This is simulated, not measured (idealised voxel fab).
This section sets out a process module, namely voxel transistor to metal.
The figure presents cross-section cut, which has a width of 205 nm and is divided into square cells with an edge length of 5 nm.
When this document writes out a cross-section, it uses a grid of square cells and lists it as bands, beginning at the top and moving down, with a band standing for one or more rows of cells. Top, bottom (nm), then materials left to right with widths (nm); lone material tagged "all across" fills the whole band edge to edge; "empty" = empty space. We count height from 0. Below that, the starting wafer is all one material. The lowest band never ends at the bottom but goes on down; see "0 nm and below" for how that is written. The expression "30..40" gives the width at the extremes of the band, the first number at its top row of cells and the second at its bottom row, with the width changing by equal amounts from each row to the next in between. "nothing changed" after a step means that no cell of the cross-section changed. Closed void inventory: empty space of 8 cells or more with no open way to the top, each as width x height at its distance from the left edge, in nm. That trailing text on a step's line, after the settings, is the simulator's own remark on the step. If you see "overlay nm" on a step's line and that step has a mask, it's telling you how far right of where it was planned the mask ended up; a negative number means it went left instead.

## This section lists the process steps that were planned
1) RECEIVE (material Si)
2) CONFORMAL_DEP (material SiO2; thk nm 5)
3) CONFORMAL_DEP (material SiN; thk nm 10)
4) DIRECTIONAL_DEP (material aC; thk nm 10)
5) PATTERN (tone cover; mask id ACTIVE; material resist; width nm 135; thk nm 30; overlay nm 0)
6) DIRECTIONAL_ETCH (etch materials aC; depth nm 10)
7) STRIP (etch materials resist)
8) DIRECTIONAL_ETCH (etch materials SiN; depth nm 10)
9) DIRECTIONAL_ETCH (etch materials SiO2; depth nm 5)
10) DIRECTIONAL_ETCH (etch materials Si; depth nm 30)
11) STRIP (etch materials aC)
12) FILL_DEP (material SiO2; thk nm 15)
13) CMP (height nm 15)
14) SELECTIVE_ETCH (etch materials SiO2; depth nm 10)
15) STRIP (etch materials SiN)
16) SELECTIVE_ETCH (etch materials SiO2; depth nm 5)
17) OXIDIZE (depth nm 5)
18) DIRECTIONAL_DEP (material polySi; thk nm 25)
19) DIRECTIONAL_DEP (material SiCN; thk nm 15)
20) MASKED_ETCH (tone cover; mask id GATE; width nm 35; etch materials SiCN; depth nm 25; overlay nm 0)
21) MASKED_ETCH (tone cover; mask id GATE; width nm 35; etch materials polySi; depth nm 35; overlay nm 0)
22) CONFORMAL_DEP (material SiN; thk nm 10)
23) DIRECTIONAL_ETCH (etch materials SiN; depth nm 10)
24) DIRECTIONAL_ETCH (etch materials SiO2; depth nm 5)
25) DIRECTIONAL_ETCH (etch materials Si; depth nm 5)
26) EPI (material SiGe; thk nm 5)
27) FILL_DEP (material SiO2; thk nm 5)
28) CMP (height nm 25)
29) STRIP (etch materials polySi)
30) SELECTIVE_ETCH (etch materials SiO2; depth nm 5)
31) CONFORMAL_DEP (material HfO2; thk nm 5)
32) CONFORMAL_DEP (material TiN; thk nm 5)
33) FILL_DEP (material W; thk nm 10)
34) CMP (height nm 20)
35) DIRECTIONAL_DEP (material SiO2; thk nm 15)
36) PATTERN (tone open; mask id CONTACT; material resist; width nm 20; pitch nm 95; thk nm 20; overlay nm 0)
37) DIRECTIONAL_ETCH (etch materials SiO2; depth nm 40)
38) STRIP (etch materials resist)
39) CONFORMAL_DEP (material TiN; thk nm 5)
40) FILL_DEP (material W; thk nm 5)
41) CMP (height nm 35)
42) DIRECTIONAL_DEP (material TiN; thk nm 5)
43) DIRECTIONAL_DEP (material W; thk nm 25)
44) DIRECTIONAL_DEP (material aC; thk nm 15)
45) PATTERN (tone cover; mask id METAL_1; material resist; width nm 20; pitch nm 95; thk nm 30; overlay nm 0)
46) DIRECTIONAL_ETCH (etch materials aC; depth nm 15)
47) STRIP (etch materials resist)
48) DIRECTIONAL_ETCH (etch materials W; depth nm 25)
49) DIRECTIONAL_ETCH (etch materials TiN; depth nm 5)
50) STRIP (etch materials aC)
51) CONFORMAL_DEP (material SiN; thk nm 5)
52) FILL_DEP (material lowk; thk nm 10)
53) CMP (height nm 65)
54) CONFORMAL_DEP (material SiCN; thk nm 5)

## As-received wafer cross-section (after step 1)
* 0 nm and below = Si all across
* Closed void inventory: none

## Looking at the first of two wafers in cross-section at end of module - ran to plan
* 70 nm to 65 nm = SiCN all across
* 65 nm to 40 nm = 40 nm lowk | 5 nm SiN | 20 nm W | 5 nm SiN | 65 nm lowk | 5 nm SiN | 20 nm W | 5 nm SiN | 40 nm lowk
* 40 nm to 35 nm = 45 nm SiN | 20 nm TiN | 75 nm SiN | 20 nm TiN | 45 nm SiN
* 35 nm to 20 nm = 45 nm SiO2 | 5 nm TiN | 10 nm W | 5 nm TiN | 75 nm SiO2 | 5 nm TiN | 10 nm W | 5 nm TiN | 45 nm SiO2
* 20 nm to 5 nm = 45 nm SiO2 | 5 nm TiN | 10 nm W | 5 nm TiN | 10 nm SiO2 | 10 nm SiN | 5 nm HfO2 | 5 nm TiN | 15 nm W | 5 nm TiN | 5 nm HfO2 | 10 nm SiN | 10 nm SiO2 | 5 nm TiN | 10 nm W | 5 nm TiN | 45 nm SiO2
* 5 nm to 0 nm = 45 nm SiO2 | 5 nm TiN | 10 nm W | 5 nm TiN | 10 nm SiO2 | 10 nm SiN | 5 nm HfO2 | 25 nm TiN | 5 nm HfO2 | 10 nm SiN | 10 nm SiO2 | 5 nm TiN | 10 nm W | 5 nm TiN | 45 nm SiO2
* 0 nm to -5 nm = 45 nm SiO2 | 20 nm TiN | 5 nm SiO2 | 5 nm SiGe | 5 nm SiO2 | 45 nm HfO2 | 5 nm SiO2 | 5 nm SiGe | 5 nm SiO2 | 20 nm TiN | 45 nm SiO2
* -5 nm to -10 nm = 35 nm SiO2 | 40 nm SiGe | 55 nm Si | 40 nm SiGe | 35 nm SiO2
* -10 nm to -30 nm = 35 nm SiO2 | 135 nm Si | 35 nm SiO2
* -30 nm and below = Si all across
* Closed void inventory: none

## Second wafer of the two, sectioned at the end of the module. It began like the first and followed the same plan, but one mistake was made while running it
* 70 nm to 65 nm = SiCN all across
* 65 nm to 40 nm = 40 nm lowk | 5 nm SiN | 20 nm W | 5 nm SiN | 65 nm lowk | 5 nm SiN | 20 nm W | 5 nm SiN | 40 nm lowk
* 40 nm to 35 nm = 45 nm SiN | 20 nm TiN | 75 nm SiN | 20 nm TiN | 45 nm SiN
* 35 nm to 20 nm = 45 nm SiO2 | 5 nm TiN | 10 nm W | 5 nm TiN | 75 nm SiO2 | 5 nm TiN | 10 nm W | 5 nm TiN | 45 nm SiO2
* 20 nm to 5 nm = 45 nm SiO2 | 5 nm TiN | 10 nm W | 5 nm TiN | 10 nm SiO2 | 10 nm SiN | 5 nm HfO2 | 5 nm TiN | 15 nm W | 5 nm TiN | 5 nm HfO2 | 10 nm SiN | 10 nm SiO2 | 5 nm TiN | 10 nm W | 5 nm TiN | 45 nm SiO2
* 5 nm to 0 nm = 45 nm SiO2 | 5 nm TiN | 10 nm W | 5 nm TiN | 10 nm SiO2 | 10 nm SiN | 5 nm HfO2 | 25 nm TiN | 5 nm HfO2 | 10 nm SiN | 10 nm SiO2 | 5 nm TiN | 10 nm W | 5 nm TiN | 45 nm SiO2
* 0 nm to -5 nm = 45 nm SiO2 | 20 nm TiN | 15 nm SiO2 | 45 nm HfO2 | 15 nm SiO2 | 20 nm TiN | 45 nm SiO2
* -5 nm to -10 nm = 35 nm SiGe | 135 nm SiO2 | 35 nm SiGe
* -10 nm to -30 nm = 35 nm Si | 135 nm SiO2 | 35 nm Si
* -30 nm and below = Si all across
* Closed void inventory: none
Misprocessing identified: contrary to plan, step 5 was performed as PATTERN (tone open; mask id ACTIVE; material resist; width nm 135; thk nm 30; overlay nm 0)
Looking at both finished wafers in cells, the second ends up ahead of or behind the first on some materials: -63 Si, -4 SiGe, +67 SiO2
